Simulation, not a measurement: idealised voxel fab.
Herein follows the process module entitled voxel released beams.
The figure presents cross-section cut, which has a width of 230 nm and is divided into square cells with an edge length of 5 nm.
How to read a cross-section here: the picture is a grid of square cells, written as bands going from the top down, and any band can span one or more rows of cells. Per band: top height and bottom height in nm, followed by the left-to-right materials and their widths in nm; "all across" marks a single material spanning edge to edge, "blank" marks empty space. Note: height 0 marks the level under which the wafer is uniformly one material as received. Lowest band unbounded below, written "0 down". Read "30 to 40" as a graded width: first number on top, second number at the bottom, same change between each pair of neighbouring rows. "no change" for a step: no cell of the cross-section changed in that step. Heads up: "Enclosed void listing" only lists the empty pockets with no open path to the top that are 8 cells or more, and it writes them as width x height at distance, distance from the left edge, in nm. Read whatever lies past the settings on a step's line as the simulator's own remark about the step. A step's line can hold "overlay nm"; with a mask on that step, the setting says how far right of the planned place the mask lay, while a negative setting says it lay to the left.
-- These are the steps we planned for the process
1. op RECEIVE | material Si
2. op CONFORMAL_DEP | material SiN | thk nm 5
3. op DIRECTIONAL_DEP | material SiO2 | thk nm 20
4. op DIRECTIONAL_DEP | material aC | thk nm 10
5. op PATTERN | tone open | mask id ANCHOR | material resist | width nm 25 | thk nm 30 | overlay nm 0
6. op DIRECTIONAL_ETCH | etch materials aC | depth nm 10
7. op STRIP | etch materials resist
8. op DIRECTIONAL_ETCH | etch materials SiO2 | depth nm 20
9. op STRIP | etch materials aC
10. op CONFORMAL_DEP | material polySi | thk nm 10
11. op DIRECTIONAL_DEP | material aC | thk nm 15
12. op PATTERN | tone cover | mask id BEAM | material resist | width nm 110 | thk nm 30 | overlay nm -15
13. op DIRECTIONAL_ETCH | etch materials aC | depth nm 15
14. op STRIP | etch materials resist
15. op DIRECTIONAL_ETCH | etch materials polySi | depth nm 10
16. op STRIP | etch materials aC
17. op STRIP | etch materials SiO2
All wafers enter the flow in the same state. The overlay nm at step 12 differs from wafer to wafer, and the plan gives the value for the first wafer.
-- First wafer of several, as received: cross-section after step 1
0 down  Si all across
Enclosed void listing: none
-- Once step 17, the last step, is complete, the module is at its end; this is the cross-section of the first of several wafers
35 to 25  40 of blank; 30 of polySi; 5 of blank; 75 of polySi; 80 of blank
25 to 15  60 of blank; 10 of polySi; 5 of blank; 10 of polySi; 145 of blank
15 to 5  60 of blank; 25 of polySi; 145 of blank
5 to 0  SiN all across
0 down  Si all across
Enclosed void listing: none
-- Sectional view of the last wafer upon completion of the module
35 to 25  75 of blank; 105 of polySi; 50 of blank
25 to 15  60 of blank; 10 of polySi; 5 of blank; 10 of polySi; 145 of blank
15 to 5  60 of blank; 25 of polySi; 145 of blank
5 to 0  SiN all across
0 down  Si all across
Enclosed void listing: none
-- each wafer at the end: cells of each material gained (+) or lost (-) since it was received, then its closed voids
overlay nm -15, +46 SiN, +60 polySi, Enclosed void listing: none
overlay nm -10, +46 SiN, +60 polySi, Enclosed void listing: none
overlay nm -5, +46 SiN, +60 polySi, Enclosed void listing: none
overlay nm 0, +46 SiN, +60 polySi, Enclosed void listing: none
overlay nm 5, +46 SiN, +60 polySi, Enclosed void listing: none
overlay nm 10, +46 SiN, +60 polySi, Enclosed void listing: none
overlay nm 15, +46 SiN, +60 polySi, Enclosed void listing: none
